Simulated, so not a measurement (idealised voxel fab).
This is a process module. Its name is voxel gate over fins.
The figure presents cross-section cut, which has a width of 170 nm and is divided into square cells with an edge length of 5 nm.
Cross-sections here: square-cell grids, written as top-down lists of bands, a band being one or more rows of cells.
The band entry comprises the height of the band's top followed by the height of its bottom, expressed in nm, and subsequently the band's materials from left to right, each stated together with its width in nm. Where a single material is marked with the word "edge to edge", that material fills the band from edge to edge. The word "blank" represents empty space.
Beneath 0, the wafer as received is one material, and that level is where height counting begins. The lowest band goes on downward without a bottom; it is written like "from 0 down".
Width "30 to 40": first value at the band's top row of cells, second value at its bottom row, equal change from row to row.
Given "nothing different" for a step, no cell of the cross-section differs between before and after that step.
Sealed voids: empty space of 8 cells or more with no open way to the top, each as width x height at its distance from the left edge, in nm
Step line, after settings: the simulator's comment on this step.
overlay nm: where the mask lay relative to plan, measured to the right, on steps with a mask; negatives go left.
**Process steps foreseen in the plan**
1) op RECEIVE | material Si
2) op CONFORMAL_DEP | material SiN | thk nm 5
3) op PATTERN | tone cover | mask id FINS | material resist | width nm 15 | pitch nm 60 | thk nm 20 | overlay nm 0
4) op DIRECTIONAL_ETCH | etch materials SiN | depth nm 5
5) op DIRECTIONAL_ETCH | etch materials Si | depth nm 40
6) op STRIP | etch materials resist
7) op OXIDIZE | depth nm 5
8) op FILL_DEP | material SiO2 | thk nm 15
9) op CMP | height nm 5
10) op DIRECTIONAL_DEP | material aC | thk nm 10
11) op PATTERN | tone open | mask id RAIL | material resist | width nm 15 | thk nm 25 | overlay nm 0
12) op DIRECTIONAL_ETCH | etch materials aC | depth nm 10
13) op STRIP | etch materials resist
14) op DIRECTIONAL_ETCH | etch materials SiO2 | depth nm 40
15) op STRIP | etch materials aC
16) op CONFORMAL_DEP | material TiN | thk nm 5
17) op FILL_DEP | material W | thk nm 10
18) op CMP | height nm 5
19) op SELECTIVE_ETCH | etch materials W Ru TiN | depth nm 20
20) op FILL_DEP | material SiO2 | thk nm 5
21) op CMP | height nm 5
22) op SELECTIVE_ETCH | etch materials SiO2 | depth nm 15
23) op STRIP | etch materials SiN
24) op CONFORMAL_DEP | material HfO2 | thk nm 5
25) op CONFORMAL_DEP | material TiN | thk nm 5
26) op FILL_DEP | material W | thk nm 15
27) op CMP | height nm 20
28) op CONFORMAL_DEP | material SiN | thk nm 10
**Here's what the wafer looked like in cross-section when it arrived - that's after step 1**
* from 0 down: Si edge to edge
* Sealed voids: none
**Run as planned - first of the two wafers cross-sectioned at the end of the module**
* from 30 to 20: SiN edge to edge
* from 20 to 10: W edge to edge
* from 10 to 5: W (10), TiN (25), W (35), TiN (25), W (35), TiN (25), W (15)
* from 5 to 0: W (10), TiN (5), HfO2 (15), TiN (5), W (35), TiN (5), HfO2 (15), TiN (5), W (35), TiN (5), HfO2 (15), TiN (5), W (15)
* from 0 to -5: TiN (15), HfO2 (5), Si (5), HfO2 (5), TiN (45), HfO2 (5), Si (5), HfO2 (5), TiN (45), HfO2 (5), Si (5), HfO2 (5), TiN (20)
* from -5 to -10: HfO2 (20), Si (5), HfO2 (55), Si (5), HfO2 (55), Si (5), HfO2 (25)
* from -10 to -15: SiO2 (20), Si (5), SiO2 (55), Si (5), SiO2 (55), Si (5), SiO2 (25)
* from -15 to -30: SiO2 (20), Si (5), SiO2 (20), TiN (5), W (5), TiN (5), SiO2 (20), Si (5), SiO2 (55), Si (5), SiO2 (25)
* from -30 to -35: SiO2 (20), Si (5), SiO2 (20), TiN (15), SiO2 (20), Si (5), SiO2 (55), Si (5), SiO2 (25)
* from -35 to -45: SiO2 (20), Si (5), SiO2 (55), Si (5), SiO2 (55), Si (5), SiO2 (25)
* from -45 down: Si edge to edge
* Sealed voids: none
**Cross-sectional view: second of two wafers, end of module; start and plan identical to the first, one mistake in running**
* from 30 to 20: SiN edge to edge
* from 20 to 5: W edge to edge
* from 5 to 0: W (10), TiN (25), W (35), TiN (25), W (35), TiN (25), W (15)
* from 0 to -5: W (10), TiN (5), HfO2 (15), TiN (5), W (35), TiN (5), HfO2 (15), TiN (5), W (35), TiN (5), HfO2 (15), TiN (5), W (15)
* from -5 to -10: W (10), TiN (5), HfO2 (5), Si (5), HfO2 (5), TiN (45), HfO2 (5), Si (5), HfO2 (5), TiN (5), W (35), TiN (5), HfO2 (5), Si (5), HfO2 (5), TiN (5), W (15)
* from -10 to -15: TiN (15), HfO2 (5), Si (5), HfO2 (5), TiN (10), HfO2 (25), TiN (10), HfO2 (5), Si (5), HfO2 (5), TiN (45), HfO2 (5), Si (5), HfO2 (5), TiN (20)
* from -15 to -20: HfO2 (20), Si (5), HfO2 (20), TiN (5), W (5), TiN (5), HfO2 (20), Si (5), HfO2 (55), Si (5), HfO2 (25)
* from -20 to -30: SiO2 (20), Si (5), SiO2 (20), TiN (5), W (5), TiN (5), SiO2 (20), Si (5), SiO2 (55), Si (5), SiO2 (25)
* from -30 to -35: SiO2 (20), Si (5), SiO2 (20), TiN (15), SiO2 (20), Si (5), SiO2 (55), Si (5), SiO2 (25)
* from -35 to -45: SiO2 (20), Si (5), SiO2 (55), Si (5), SiO2 (55), Si (5), SiO2 (25)
* from -45 down: Si edge to edge
* Sealed voids: none
What went wrong in running the wafer? in deviation from the planned setting, step 21 was conducted as op CMP | height nm -5
Materials where the second wafer ends with more or fewer cells than the first: +8 HfO2; -3 Si; -59 SiO2; +8 TiN; +46 W
